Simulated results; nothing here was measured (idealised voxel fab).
The following is a process module called voxel ribs on slabs.
Square cell edge 5 nm, section width 145 nm, ID cut.
Cross-sections here: square-cell grids, written as top-down lists of bands, a band being one or more rows of cells.
Heights first: top, then bottom, in nm. Then materials, left to right, each with a width in nm. "edge to edge" on a single material: fills the band edge to edge. "air": empty space.
Height 0 is the level under which the wafer as received is all one material. The lowest band goes on downwards, as in "z 0 and below".
The notation "30 to 40" denotes a width that varies across the rows of cells in the band, beginning at the first number in the top row, finishing at the second number in the bottom row, and changing by an identical amount from each row to the next.
Step note "nothing changed" = no cross-section cell changed.
In "Enclosed cavities" the enclosed voids are listed, meaning empty spaces of 8 cells or larger without any opening to the top. The form is width x height at distance, distance from the left edge, units nm.
Formally, on a step line, whatever follows the settings is a remark that the simulator itself makes on the step.
overlay nm: for a step with a mask, the amount by which the mask lay right of where it was planned; a negative amount means left of it.
[Set out below are the planned steps of the process]
- 1: RECEIVE,material Si
- 2: DIRECTIONAL_DEP,material SiO2,thk nm 25
- 3: DIRECTIONAL_DEP,material polySi,thk nm 25
- 4: MASKED_ETCH,tone cover,mask id RIB,width nm 20,etch materials polySi,depth nm 10,overlay nm 0
- 5: MASKED_ETCH,tone cover,mask id SLAB,width nm 70,etch materials polySi,depth nm 15,overlay nm 0
- 6: FILL_DEP,material SiO2,thk nm 20
- 7: CMP,height nm 65
- 8: DIRECTIONAL_DEP,material W,thk nm 10
- 9: DIRECTIONAL_DEP,material aC,thk nm 15
- 10: PATTERN,tone cover,mask id HEATER,material resist,width nm 30,thk nm 30,overlay nm 0
- 11: DIRECTIONAL_ETCH,etch materials aC,depth nm 15
- 12: STRIP,etch materials resist
- 13: DIRECTIONAL_ETCH,etch materials W,depth nm 10
- 14: STRIP,etch materials aC
- 15: CONFORMAL_DEP,material SiN,thk nm 10
[The cross-section here shows the wafer as received, i.e. in its state after step 1]
> z 0 and below | Si edge to edge
> Enclosed cavities: none
[Looking at the first of two wafers in cross-section at end of module - ran to plan]
> z 85 to 75 | 45 air / 50 SiN / 50 air
> z 75 to 65 | 55 SiN / 30 W / 60 SiN
> z 65 to 50 | SiO2 edge to edge
> z 50 to 40 | 60 SiO2 / 20 polySi / 65 SiO2
> z 40 to 25 | 35 SiO2 / 70 polySi / 40 SiO2
> z 25 to 0 | SiO2 edge to edge
> z 0 and below | Si edge to edge
> Enclosed cavities: none
[Cross-section, wafer two of two, end of module: same start and plan as wafer one, one error in execution]
> z 85 to 75 | 45 air / 50 SiN / 50 air
> z 75 to 65 | 55 SiN / 30 W / 60 SiN
> z 65 to 50 | SiO2 edge to edge
> z 50 to 40 | 60 SiO2 / 20 polySi / 65 SiO2
> z 40 to 25 | 35 SiO2 / 75 polySi / 35 SiO2
> z 25 to 0 | SiO2 edge to edge
> z 0 and below | Si edge to edge
> Enclosed cavities: none
Short version of what went wrong: planned and actual differ for step 5; actual: MASKED_ETCH,tone cover,mask id SLAB,width nm 75,etch materials polySi,depth nm 15,overlay nm 0
Final difference in cells, second wafer against first, listed per material as more or fewer: SiO2 -3, polySi +3
